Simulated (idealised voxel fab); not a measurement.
This is a process module. Its name is voxel wiring stack.
For reference, the cross-section in this document is cut, with width 200 nm and square cells of 5 nm.
Square cells in a grid make up a cross-section in this document, and the grid is given as bands, listed from the top down, each one or more rows of cells. Basically the band line says how high the top is and how high the bottom is, in nm, and then what's in it from left to right, every material with its width in nm. Empty space shows up as "blank", and if a single material carries "everywhere" it runs the full band edge to edge. For the purposes of this specification, 0 denotes the height below which the wafer in its as-received condition is composed wholly of one material, and the lowermost band, lacking a lower limit, extends downward without end, as expressed in "from 0 down". Per-row width for "30..40": begins at first number (top row of band), ends at second number (bottom row), increment between rows held constant. You'll sometimes find "identical to before" written for a step, and that's the way of saying that nowhere in the cross-section did a cell change during that step. Each empty space that has no open way to the top and spans at least 8 cells appears under "Catalogued sealed voids" as width x height at distance, the distance counted from the left edge, all in nm. On each step's line, the part that comes after the settings is the simulator's own comment on the step. Regarding "overlay nm": on a step with a mask, it is the distance the mask lay to the right of its planned place; a negative value places it to the left.

Steps in the process plan:
1: RECEIVE with material Si
2: CONFORMAL_DEP with material SiO2, thk nm 15
3: DIRECTIONAL_DEP with material TiN, thk nm 5
4: DIRECTIONAL_DEP with material W, thk nm 25
5: PATTERN with tone cover, mask id METAL_1, material resist, width nm 25, pitch nm 55, thk nm 20, overlay nm 0
6: DIRECTIONAL_ETCH with etch materials W, depth nm 25
7: DIRECTIONAL_ETCH with etch materials TiN, depth nm 5
8: STRIP with etch materials resist
9: CONFORMAL_DEP with material SiCN, thk nm 5
10: FILL_DEP with material lowk, thk nm 5
11: CMP with height nm 45
12: CONFORMAL_DEP with material SiCN, thk nm 5
13: DIRECTIONAL_DEP with material lowk, thk nm 20
14: DIRECTIONAL_DEP with material aC, thk nm 15
15: PATTERN with tone open, mask id PLUG_1, material resist, width nm 15, thk nm 30, overlay nm 0
16: DIRECTIONAL_ETCH with etch materials aC, depth nm 15
17: STRIP with etch materials resist
18: DIRECTIONAL_ETCH with etch materials lowk, depth nm 20
19: DIRECTIONAL_ETCH with etch materials SiCN, depth nm 5
20: STRIP with etch materials aC
21: EPI with material Ru, thk nm 10
22: EPI with material Ru, thk nm 10
23: EPI with material Ru, thk nm 5
24: DIRECTIONAL_DEP with material TiN, thk nm 5
25: DIRECTIONAL_DEP with material Ru, thk nm 20
26: DIRECTIONAL_DEP with material aC, thk nm 15
27: PATTERN with tone cover, mask id METAL_2, material resist, width nm 25, pitch nm 55, thk nm 30, overlay nm 0
28: DIRECTIONAL_ETCH with etch materials aC, depth nm 15
29: STRIP with etch materials resist
30: DIRECTIONAL_ETCH with etch materials Ru, depth nm 20
31: DIRECTIONAL_ETCH with etch materials TiN, depth nm 5
32: STRIP with etch materials aC
33: CONFORMAL_DEP with material SiN, thk nm 5
34: FILL_DEP with material SiO2, thk nm 10
35: CMP with height nm 95
36: CONFORMAL_DEP with material SiCN, thk nm 5
37: DIRECTIONAL_DEP with material lowk, thk nm 10
38: DIRECTIONAL_DEP with material aC, thk nm 10
39: PATTERN with tone open, mask id PLUG_2, material resist, width nm 15, pitch nm 55, thk nm 25, overlay nm 0
40: DIRECTIONAL_ETCH with etch materials aC, depth nm 10
41: STRIP with etch materials resist
42: DIRECTIONAL_ETCH with etch materials lowk, depth nm 10
43: DIRECTIONAL_ETCH with etch materials SiCN, depth nm 5
44: STRIP with etch materials aC
45: CONFORMAL_DEP with material TiN, thk nm 5
46: FILL_DEP with material Ru, thk nm 10
47: CMP with height nm 110
48: CONFORMAL_DEP with material SiN, thk nm 5
49: DIRECTIONAL_DEP with material SiO2, thk nm 25
50: PATTERN with tone open, mask id METAL_3, material resist, width nm 25, pitch nm 55, thk nm 20, overlay nm 0
51: DIRECTIONAL_ETCH with etch materials SiO2, depth nm 25
52: DIRECTIONAL_ETCH with etch materials SiN, depth nm 5
53: STRIP with etch materials resist
54: CONFORMAL_DEP with material TiN, thk nm 5
55: FILL_DEP with material Cu, thk nm 10
56: CMP with height nm 140
57: CONFORMAL_DEP with material SiCN, thk nm 5

Cross-section of the wafer as it came to us, i.e., already through step 1:
* from 0 down | Si everywhere
* Catalogued sealed voids: none

Cross-sectional result after module completion. Note: starting condition and plan are unchanged from above; one processing mistake was made:
* from 145 to 140 | SiCN everywhere
* from 140 to 115 | SiO2: 60, then TiN: 5, then Cu: 15, then TiN: 5, then SiO2: 30, then TiN: 5, then Cu: 15, then TiN: 5, then SiO2: 60
* from 115 to 110 | SiN: 60, then TiN: 25, then SiN: 30, then TiN: 25, then SiN: 60
* from 110 to 100 | lowk: 60, then TiN: 5, then Ru: 5, then TiN: 5, then lowk: 40, then TiN: 5, then Ru: 5, then TiN: 5, then lowk: 70
* from 100 to 95 | SiCN: 60, then TiN: 15, then SiCN: 40, then TiN: 15, then SiCN: 70
* from 95 to 75 | SiO2: 55, then SiN: 5, then Ru: 25, then SiN: 5, then SiO2: 20, then SiN: 5, then Ru: 25, then SiN: 5, then SiO2: 55
* from 75 to 70 | SiN: 60, then TiN: 25, then SiN: 30, then TiN: 25, then SiN: 60
* from 70 to 50 | lowk: 60, then Ru: 15, then lowk: 125
* from 50 to 45 | SiCN: 60, then Ru: 15, then SiCN: 125
* from 45 to 40 | SiCN: 60, then TiN: 25, then SiCN: 30, then TiN: 25, then SiCN: 60
* from 40 to 15 | W everywhere
* from 15 to 0 | SiO2 everywhere
* from 0 down | Si everywhere
* Catalogued sealed voids: none
Error vs. plan: steps 3 and 4 of the plan were each performed in the slot designated for the other
